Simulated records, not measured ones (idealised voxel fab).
voxel capacitor over wiring: a process module
The width of the displayed cross-section, cut, is 200 nm; its cells are square, with a size of 5 nm.
Reading order for cross-sections: top band down to bottom band. Underlying form: a grid of square cells. Band size: one or more rows of cells.
Within each band entry, the heights of the top and of the bottom of the band appear first, in that order and in nm; the materials of the band then follow from left to right, each with its corresponding width in nm. The designation "everywhere" on a single material indicates that it fills the band from edge to edge; the designation "blank" indicates empty space.
Heights are reckoned from 0. Under this level, the received wafer is all of one material. The bottommost band is open-ended downward, for example "0..down".
A two-number width, for instance "30 to 40", indicates that the width is equal to the first number in the top row of the band and to the second number in the bottom row, and that it changes by a constant amount per row of cells.
"left unchanged", as given for a step, is the statement that not any cell of the cross-section underwent a change during that step.
This entry, "Non-vented voids", enumerates those empty regions of no fewer than 8 cells that possess no open connection to the top. Each region is reported in the form width x height at distance, the distance being taken from the left edge, with all three quantities expressed in nm.
On a step's line, text after the settings is the simulator commenting on that step.
A step line may carry the setting "overlay nm", which, for steps involving a mask, states the distance by which the mask lay to the right of its intended position; negative values denote displacement to the left.
### The planned process steps are enumerated hereunder
- 1: op RECEIVE | material Si
- 2: op CONFORMAL_DEP | material SiO2 | thk nm 15
- 3: op DIRECTIONAL_DEP | material TiN | thk nm 5
- 4: op DIRECTIONAL_DEP | material W | thk nm 20
- 5: op PATTERN | tone cover | mask id METAL_1 | material resist | width nm 20 | pitch nm 80 | thk nm 15 | overlay nm 0
- 6: op DIRECTIONAL_ETCH | etch materials W | depth nm 20
- 7: op DIRECTIONAL_ETCH | etch materials TiN | depth nm 5
- 8: op STRIP | etch materials resist
- 9: op CONFORMAL_DEP | material SiN | thk nm 5
- 10: op FILL_DEP | material lowk | thk nm 10
- 11: op CMP | height nm 40
- 12: op CONFORMAL_DEP | material SiCN | thk nm 5
- 13: op DIRECTIONAL_DEP | material SiO2 | thk nm 20
- 14: op MASKED_ETCH | tone open | mask id PLUG_1 | width nm 15 | etch materials SiO2 | depth nm 20 | overlay nm 0
- 15: op MASKED_ETCH | tone open | mask id PLUG_1 | width nm 15 | etch materials SiCN | depth nm 5 | overlay nm 0
- 16: op CONFORMAL_DEP | material TiN | thk nm 5
- 17: op FILL_DEP | material W | thk nm 10
- 18: op CMP | height nm 65
- 19: op DIRECTIONAL_DEP | material TiN | thk nm 5
- 20: op DIRECTIONAL_DEP | material Al2O3 | thk nm 5
- 21: op DIRECTIONAL_DEP | material TiN | thk nm 10
- 22: op MASKED_ETCH | tone cover | mask id UPPER_PLATE | width nm 65 | etch materials TiN | depth nm 10 | overlay nm 0
- 23: op MASKED_ETCH | tone cover | mask id UPPER_PLATE | width nm 65 | etch materials Al2O3 | depth nm 5 | overlay nm 0
- 24: op DIRECTIONAL_DEP | material aC | thk nm 15
- 25: op PATTERN | tone cover | mask id LOWER_PLATE | material resist | width nm 75 | thk nm 35 | overlay nm 0
- 26: op DIRECTIONAL_ETCH | etch materials aC | depth nm 15
- 27: op STRIP | etch materials resist
- 28: op DIRECTIONAL_ETCH | etch materials TiN | depth nm 5
- 29: op STRIP | etch materials aC
- 30: op FILL_DEP | material SiO2 | thk nm 15
- 31: op CMP | height nm 95
- 32: op MASKED_ETCH | tone open | mask id PLUG_2 | width nm 15 | etch materials SiO2 | depth nm 10 | overlay nm 0
- 33: op CONFORMAL_DEP | material TiN | thk nm 5
- 34: op FILL_DEP | material W | thk nm 5
- 35: op CMP | height nm 95
- 36: op CONFORMAL_DEP | material SiN | thk nm 5
### Cross-section of the wafer upon arrival, representing the state reached after step 1
	0..down = Si everywhere
	Non-vented voids: none
### This is how the wafer looks in cross-section once the module is done, given the starting state and plan above and one mistake in carrying the plan out
	100..95 = SiN everywhere
	95..90 = 65 SiO2 | 5 TiN | 5 W | 5 TiN | 120 SiO2
	90..85 = 65 SiO2 | 15 TiN | 120 SiO2
	85..75 = 55 SiO2 | 65 TiN | 80 SiO2
	75..70 = 55 SiO2 | 65 Al2O3 | 80 SiO2
	70..65 = 50 SiO2 | 75 TiN | 75 SiO2
	65..60 = 55 SiCN | 15 TiN | 130 SiCN
	60..40 = SiO2 everywhere
	40..20 = 45 lowk | 5 SiN | 20 W | 5 SiN | 50 lowk | 5 SiN | 20 W | 5 SiN | 45 lowk
	20..15 = 50 SiN | 20 TiN | 60 SiN | 20 TiN | 50 SiN
	15..0 = SiO2 everywhere
	0..down = Si everywhere
	Non-vented voids: none
Plan not followed: steps 12 and 13 run out of order (swapped)
